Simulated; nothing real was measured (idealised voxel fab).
Process module in this document: voxel quadruple lines
We display cut, a cross-section 240 nm in width whose square cells are each 5 nm.
Each cross-section below is a grid of square cells, stated as bands in top-down order, with one or more rows of cells making up each band. Basically the band line says how high the top is and how high the bottom is, in nm, and then what's in it from left to right, every material with its width in nm. Empty space shows up as "blank", and if a single material carries "edge to edge" it runs the full band edge to edge. Heights from 0 (as-received wafer is one material below). Bottom band endless downward, as "z 0 and below". When a width is written as two numbers, as in "30 to 40", the first number is the width in the top row of cells of the band and the second is the width in its bottom row, and the width changes by the same amount from each row to the next. For the purposes of this document, the phrase "no alteration" attached to a step denotes that no cell within the cross-section was modified by that step. Heads up: "Unvented internal voids" only lists the empty pockets with no open path to the top that are 8 cells or more, and it writes them as width x height at distance, distance from the left edge, in nm. If you see something after the settings on a step's line, that's the simulator's own remark about that step. overlay nm: for a step with a mask, the amount by which the mask lay right of where it was planned; a negative amount means left of it.

[The planned process steps are enumerated hereunder]
| 1 | RECEIVE, material Si |
| 2 | CONFORMAL_DEP, material SiO2, thk nm 5 |
| 3 | DIRECTIONAL_DEP, material W, thk nm 10 |
| 4 | DIRECTIONAL_DEP, material polySi, thk nm 15 |
| 5 | DIRECTIONAL_DEP, material aC, thk nm 20 |
| 6 | PATTERN, tone cover, mask id MANDREL, material resist, width nm 25, pitch nm 80, thk nm 30, overlay nm 0 |
| 7 | DIRECTIONAL_ETCH, etch materials aC, depth nm 20 |
| 8 | STRIP, etch materials resist |
| 9 | CONFORMAL_DEP, material SiO2, thk nm 15 |
| 10 | DIRECTIONAL_ETCH, etch materials SiO2, depth nm 15 |
| 11 | STRIP, etch materials aC |
| 12 | DIRECTIONAL_ETCH, etch materials polySi, depth nm 15 |
| 13 | STRIP, etch materials SiO2 |
| 14 | CONFORMAL_DEP, material SiN, thk nm 5 |
| 15 | DIRECTIONAL_ETCH, etch materials SiN, depth nm 5 |
| 16 | STRIP, etch materials polySi |
| 17 | DIRECTIONAL_ETCH, etch materials W, depth nm 10 |
| 18 | STRIP, etch materials SiN |

[Incoming wafer, cross-sectional view, post step 1]
	z 0 and below  Si edge to edge
	Unvented internal voids: none

[Here's the cross-section of the first of our two wafers at the end of the module - it ran as planned]
	z 15 to 5  45 blank / 5 W / 15 blank / 5 W / 15 blank / 5 W / 15 blank / 5 W / 15 blank / 5 W / 15 blank / 5 W / 15 blank / 5 W / 15 blank / 5 W / 50 blank
	z 5 to 0  SiO2 edge to edge
	z 0 and below  Si edge to edge
	Unvented internal voids: none

[Cross-sectional image of the second wafer of the two following completion of the module. Starting state and process plan were the same as for the first wafer; one execution error occurred]
	z 15 to 5  35 blank / 5 W / 15 blank / 5 W / 15 blank / 5 W / 15 blank / 5 W / 15 blank / 5 W / 15 blank / 5 W / 15 blank / 5 W / 15 blank / 5 W / 60 blank
	z 5 to 0  SiO2 edge to edge
	z 0 and below  Si edge to edge
	Unvented internal voids: none
Heads up, the wafer didn't run the way we planned it: step 6 did not use the planned setting and instead ran as PATTERN, tone cover, mask id MANDREL, material resist, width nm 25, pitch nm 80, thk nm 30, overlay nm -10
Same inventory, different map: at the end, the second wafer holds as many cells of each material as the first, placed elsewhere.
